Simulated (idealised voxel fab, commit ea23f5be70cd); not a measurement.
Herein follows the process module entitled voxel gate over fins.
Xsec cut, 140 nm wide, square cell size 5 nm.
In this document a cross-section is written as a grid of square cells. It is given as a series of bands, listed from the top down, and a band is one or more rows of cells. Top, bottom (nm), then materials left to right with widths (nm); lone material tagged "everywhere" fills the whole band edge to edge; "air" = empty space. Heights are reckoned from 0. Under this level, the received wafer is all of one material. The bottommost band is open-ended downward, for example "z 0 and below". A two-number width, for instance "30->40", indicates that the width is equal to the first number in the top row of the band and to the second number in the bottom row, and that it changes by a constant amount per row of cells. Basically "identical to before" means that step didn't change any cell in the cross-section. "Enclosed void catalog": sealed empty spaces, 8 cells or more, no open way to top, listed width x height at distance, with distance from the left edge and width, height and distance in nm. Note: text after step settings on the step line = simulator remark on that step. Regarding "overlay nm": on a step with a mask, it is the distance the mask lay to the right of its planned place; a negative value places it to the left.

This section lists the process steps that were planned
| 1 | RECEIVE | material Si |
| 2 | CONFORMAL_DEP | material SiN | thk nm 5 |
| 3 | PATTERN | tone cover | mask id FINS | material resist | width nm 15 | pitch nm 45 | thk nm 15 | overlay nm 0 |
| 4 | DIRECTIONAL_ETCH | etch materials SiN | depth nm 5 |
| 5 | DIRECTIONAL_ETCH | etch materials Si | depth nm 30 |
| 6 | STRIP | etch materials resist |
| 7 | OXIDIZE | depth nm 5 |
| 8 | FILL_DEP | material SiO2 | thk nm 15 |
| 9 | CMP | height nm 5 |
| 10 | SELECTIVE_ETCH | etch materials SiO2 | depth nm 20 |
| 11 | STRIP | etch materials SiN |
| 12 | CONFORMAL_DEP | material HfO2 | thk nm 5 |
| 13 | CONFORMAL_DEP | material TiN | thk nm 5 |
| 14 | CONFORMAL_DEP | material TiAl | thk nm 5 |
| 15 | CONFORMAL_DEP | material TiN | thk nm 5 |
| 16 | FILL_DEP | material W | thk nm 15 |
| 17 | CMP | height nm 30 |
| 18 | CONFORMAL_DEP | material SiN | thk nm 5 |
Variable across wafers: step 2 thk nm (plan value is that of the first wafer; starting state common to all).

As-received state after step 1, first of several wafers, cross-section
z 0 and below: Si everywhere
Enclosed void catalog: none

After the module's final step, step 18: the first of several wafers in cross-section
z 35 to 30: SiN everywhere
z 30 to 20: W everywhere
z 20 to 15: W (25), TiN (90), W (25)
z 15 to 10: W (25), TiN (5), TiAl (35), TiN (10), TiAl (35), TiN (5), W (25)
z 10 to 5: W (25), TiN (5), TiAl (5), TiN (25), TiAl (5), TiN (10), TiAl (5), TiN (25), TiAl (5), TiN (5), W (25)
z 5 to 0: TiN (30), TiAl (5), TiN (5), HfO2 (15), TiN (5), TiAl (5), TiN (10), TiAl (5), TiN (5), HfO2 (15), TiN (5), TiAl (5), TiN (30)
z 0 to -5: TiAl (35), TiN (5), HfO2 (5), Si (5), HfO2 (5), TiN (5), TiAl (20), TiN (5), HfO2 (5), Si (5), HfO2 (5), TiN (5), TiAl (35)
z -5 to -10: TiN (40), HfO2 (5), Si (5), HfO2 (5), TiN (30), HfO2 (5), Si (5), HfO2 (5), TiN (40)
z -10 to -15: HfO2 (45), Si (5), HfO2 (40), Si (5), HfO2 (45)
z -15 to -35: SiO2 (45), Si (5), SiO2 (40), Si (5), SiO2 (45)
z -35 and below: Si everywhere
Enclosed void catalog: none

The module's end: a cross-section of the last wafer
z 35 to 30: SiN everywhere
z 30 to 20: W everywhere
z 20 to 15: TiN everywhere
z 15 to 10: TiAl everywhere
z 10 to 5: TiN everywhere
z 5 to 0: HfO2 everywhere
z 0 and below: Si everywhere
Enclosed void catalog: none

What follows is a table in which each wafer occupies a row; for the wafer as it stands at the close of the module, the row states, material by material, how many cells have been gained (+) or lost (-) since receipt, and then gives its closed voids
thk nm 5; +40 HfO2; -182 Si; +28 SiN; +104 SiO2; +40 TiAl; +80 TiN; +86 W; Enclosed void catalog: none
thk nm 10; +28 HfO2; +28 SiN; +28 TiAl; +56 TiN; +56 W; Enclosed void catalog: none
thk nm 15; +28 HfO2; +28 SiN; +28 TiAl; +56 TiN; +56 W; Enclosed void catalog: none
thk nm 20; +28 HfO2; +28 SiN; +28 TiAl; +56 TiN; +56 W; Enclosed void catalog: none
